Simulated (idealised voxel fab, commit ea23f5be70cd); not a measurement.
The document below concerns the process module designated voxel transistor to metal.
Section cut is 155 nm wide and gridded with 5 nm square cells.
A cross-section is written here as square cells arranged in a grid, and it is given in bands from the top down, each band taking up one or more rows of cells. Look at the band entry: it leads with the top's height and the bottom's height in nm. Then it lists the materials left to right, with a width in nm for each. The word "throughout" on a single material says that material fills the band edge to edge. The word "blank" is empty space. Ref level 0: as-received wafer is one material below here. Bottom band extends down with no lower bound ("0 down"). When a width is written as two numbers, as in "30..40", the first number is the width in the top row of cells of the band and the second is the width in its bottom row, and the width changes by the same amount from each row to the next. "no change occurred" for a step: no cell of the cross-section changed in that step. Entry "Enclosed void listing". Content: empty spaces with no open connection to the top, size 8 cells or greater. Each: width x height at distance. Distance: from left edge. Unit: nm. Formally, on a step line, whatever follows the settings is a remark that the simulator itself makes on the step. overlay nm: mask offset rightward from planned place, masked step; negative means leftward offset.

Listed below are the process steps as planned:
1. RECEIVE (material Si)
2. CONFORMAL_DEP (material SiO2; thk nm 5)
3. CONFORMAL_DEP (material SiN; thk nm 10)
4. PATTERN (tone cover; mask id ACTIVE; material resist; width nm 100; thk nm 20; overlay nm 0)
5. DIRECTIONAL_ETCH (etch materials SiN; depth nm 10)
6. DIRECTIONAL_ETCH (etch materials SiO2; depth nm 5)
7. DIRECTIONAL_ETCH (etch materials Si; depth nm 25)
8. STRIP (etch materials resist)
9. OXIDIZE (depth nm 5)
10. FILL_DEP (material SiO2; thk nm 5)
11. CMP (height nm 15)
12. SELECTIVE_ETCH (etch materials SiO2; depth nm 5)
13. STRIP (etch materials SiN)
14. SELECTIVE_ETCH (etch materials SiO2; depth nm 5)
15. OXIDIZE (depth nm 5)
16. DIRECTIONAL_DEP (material polySi; thk nm 30)
17. DIRECTIONAL_DEP (material SiCN; thk nm 15)
18. MASKED_ETCH (tone cover; mask id GATE; width nm 15; etch materials SiCN; depth nm 25; overlay nm 0)
19. MASKED_ETCH (tone cover; mask id GATE; width nm 20; etch materials polySi; depth nm 40; overlay nm 0)
20. CONFORMAL_DEP (material SiN; thk nm 10)
21. DIRECTIONAL_ETCH (etch materials SiN; depth nm 10)
22. DIRECTIONAL_ETCH (etch materials SiO2; depth nm 5)
23. EPI (material SiGe; thk nm 5)
24. FILL_DEP (material SiO2; thk nm 10)
25. CMP (height nm 45)
26. DIRECTIONAL_DEP (material SiO2; thk nm 10)
27. PATTERN (tone open; mask id CONTACT; material resist; width nm 15; pitch nm 65; thk nm 20; overlay nm 0)
28. DIRECTIONAL_ETCH (etch materials SiO2; depth nm 55)
29. STRIP (etch materials resist)
30. CONFORMAL_DEP (material TiN; thk nm 5)
31. FILL_DEP (material W; thk nm 5)
32. CMP (height nm 55)
33. DIRECTIONAL_DEP (material TiN; thk nm 5)
34. DIRECTIONAL_DEP (material Ru; thk nm 20)
35. PATTERN (tone cover; mask id METAL_1; material resist; width nm 15; pitch nm 65; thk nm 20; overlay nm 0)
36. DIRECTIONAL_ETCH (etch materials Ru; depth nm 20)
37. DIRECTIONAL_ETCH (etch materials TiN; depth nm 5)
38. STRIP (etch materials resist)
39. FILL_DEP (material SiO2; thk nm 10)
40. CMP (height nm 80)
41. CONFORMAL_DEP (material SiCN; thk nm 5)
42. DIRECTIONAL_DEP (material lowk; thk nm 25)
43. DIRECTIONAL_DEP (material aC; thk nm 10)
44. PATTERN (tone open; mask id METAL_2; material resist; width nm 15; pitch nm 65; thk nm 30; overlay nm 0)
45. DIRECTIONAL_ETCH (etch materials aC; depth nm 10)
46. STRIP (etch materials resist)
47. DIRECTIONAL_ETCH (etch materials lowk; depth nm 15)
48. STRIP (etch materials aC)
49. MASKED_ETCH (tone open; mask id METAL_2_HOLES; width nm 15; pitch nm 65; etch materials lowk; depth nm 10; overlay nm 0)
50. MASKED_ETCH (tone open; mask id METAL_2_HOLES; width nm 15; pitch nm 65; etch materials SiCN; depth nm 5; overlay nm 0)
51. CONFORMAL_DEP (material TiN; thk nm 5)
52. FILL_DEP (material Cu; thk nm 10)
53. CMP (height nm 110)
54. CONFORMAL_DEP (material SiN; thk nm 5)
Quick note for whoever runs this: the wafers start identical, but the width nm at step 18 isn't the same across them. The plan just shows what the first wafer had.

Cross-section of the first incoming wafer of several, state after step 1:
	0 down = Si throughout
	Enclosed void listing: none

Each row below is a wafer at the end of the module, listing for every material the number of cells it has gained (+) or lost (-) since it was received, followed by its closed voids:
width nm 15 | +10 Cu | +24 Ru | -96 Si | +34 SiCN | +10 SiGe | +71 SiN | +413 SiO2 | +78 TiN | +20 W | +125 lowk | +24 polySi | Enclosed void listing: none
width nm 20 | +10 Cu | +24 Ru | -96 Si | +37 SiCN | +10 SiGe | +71 SiN | +410 SiO2 | +78 TiN | +20 W | +125 lowk | +24 polySi | Enclosed void listing: none
width nm 25 | +10 Cu | +24 Ru | -96 Si | +40 SiCN | +9 SiGe | +71 SiN | +402 SiO2 | +78 TiN | +20 W | +125 lowk | +30 polySi | Enclosed void listing: none
width nm 30 | +10 Cu | +24 Ru | -96 Si | +43 SiCN | +8 SiGe | +71 SiN | +394 SiO2 | +78 TiN | +20 W | +125 lowk | +36 polySi | Enclosed void listing: none
width nm 35 | +10 Cu | +24 Ru | -96 Si | +46 SiCN | +7 SiGe | +71 SiN | +395 SiO2 | +78 TiN | +11 W | +125 lowk | +42 polySi | Enclosed void listing: none
